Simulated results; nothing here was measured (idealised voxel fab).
Documented hereafter: the process module known as voxel trench capacitor.
Pictured: cross-section cut, 240 nm wide, on a grid of 5 nm square cells.
Each cross-section below is a grid of square cells, stated as bands in top-down order, with one or more rows of cells making up each band.
Band entry format. Leading values: height of top, height of bottom, nm. Remainder: materials in left-to-right order, each with its width in nm. Special words: "full width" on a single material, which then fills the band edge to edge; "air", empty space.
Below 0: as-received wafer, all one material; heights counted from there. Lowest band: no bottom, goes on down, written "0..down".
Graded width ("30 to 40"): value in top row of band = first number; value in bottom row = second number; row-to-row change constant.
Take "remained the same" at face value: in the step it is given for, the cross-section changed in none of its cells.
The label "Sealed void list" introduces a list of the empty spaces, 8 cells or larger, that have no open way up to the top; each entry in it reads width x height at distance, where the distance is taken from the left edge and all three are stated in nm.
That trailing text on a step's line, after the settings, is the simulator's own remark on the step.
Each step line may optionally specify "overlay nm", which for a step with a mask gives the rightward distance between the mask's planned place and where it lay, a negative value indicating the leftward direction.
STEPS PLANNED FOR THE PROCESS
1. RECEIVE with material Si
2. CONFORMAL_DEP with material SiN, thk nm 10
3. MASKED_ETCH with tone open, mask id TRENCH, width nm 25, pitch nm 40, etch materials SiN, depth nm 10, overlay nm 0
4. MASKED_ETCH with tone open, mask id TRENCH, width nm 25, pitch nm 40, etch materials Si, depth nm 40, overlay nm 0
5. CONFORMAL_DEP with material Al2O3, thk nm 5
6. FILL_DEP with material polySi, thk nm 10
7. CMP with height nm 10
DELIVERED WAFER IN CROSS-SECTION: STATE AFTER STEP 1
> 0..down | Si full width
> Sealed void list: none
END-OF-MODULE XS, FIRST OF TWO WAFERS, RUN AS PLANNED
> 10..0 | SiN (45); Al2O3 (5); polySi (15); Al2O3 (5); SiN (15); Al2O3 (5); polySi (15); Al2O3 (5); SiN (15); Al2O3 (5); polySi (15); Al2O3 (5); SiN (15); Al2O3 (5); polySi (15); Al2O3 (5); SiN (50)
> 0..-35 | Si (45); Al2O3 (5); polySi (15); Al2O3 (5); Si (15); Al2O3 (5); polySi (15); Al2O3 (5); Si (15); Al2O3 (5); polySi (15); Al2O3 (5); Si (15); Al2O3 (5); polySi (15); Al2O3 (5); Si (50)
> -35..-40 | Si (45); Al2O3 (25); Si (15); Al2O3 (25); Si (15); Al2O3 (25); Si (15); Al2O3 (25); Si (50)
> -40..down | Si full width
> Sealed void list: none
WAFER TWO, END OF MODULE, CROSS-SECTION. SAME START, SAME PLAN AS WAFER ONE. ONE MISTAKE IN THE RUN
> 10..0 | SiN (40); Al2O3 (5 to 10); polySi (15 to 10); Al2O3 (5); SiN (15); Al2O3 (5 to 10); polySi (15 to 10); Al2O3 (5); SiN (15); Al2O3 (5 to 10); polySi (15 to 10); Al2O3 (5); SiN (15); Al2O3 (5 to 10); polySi (15 to 10); Al2O3 (5); SiN (55)
> 0..-35 | Si (45); Al2O3 (5); polySi (10); Al2O3 (5); Si (20); Al2O3 (5); polySi (10); Al2O3 (5); Si (20); Al2O3 (5); polySi (10); Al2O3 (5); Si (20); Al2O3 (5); polySi (10); Al2O3 (5); Si (55)
> -35..-40 | Si (45); Al2O3 (20); Si (20); Al2O3 (20); Si (20); Al2O3 (20); Si (20); Al2O3 (20); Si (55)
> -40..down | Si full width
> Sealed void list: none
So what did we get wrong on this run? step 3 deviated from plan and actually ran as MASKED_ETCH with tone open, mask id TRENCH, width nm 25, pitch nm 40, etch materials SiN, depth nm 10, overlay nm -5
at the end the second wafer has, in cells: 32 more of Si, 32 fewer of polySi
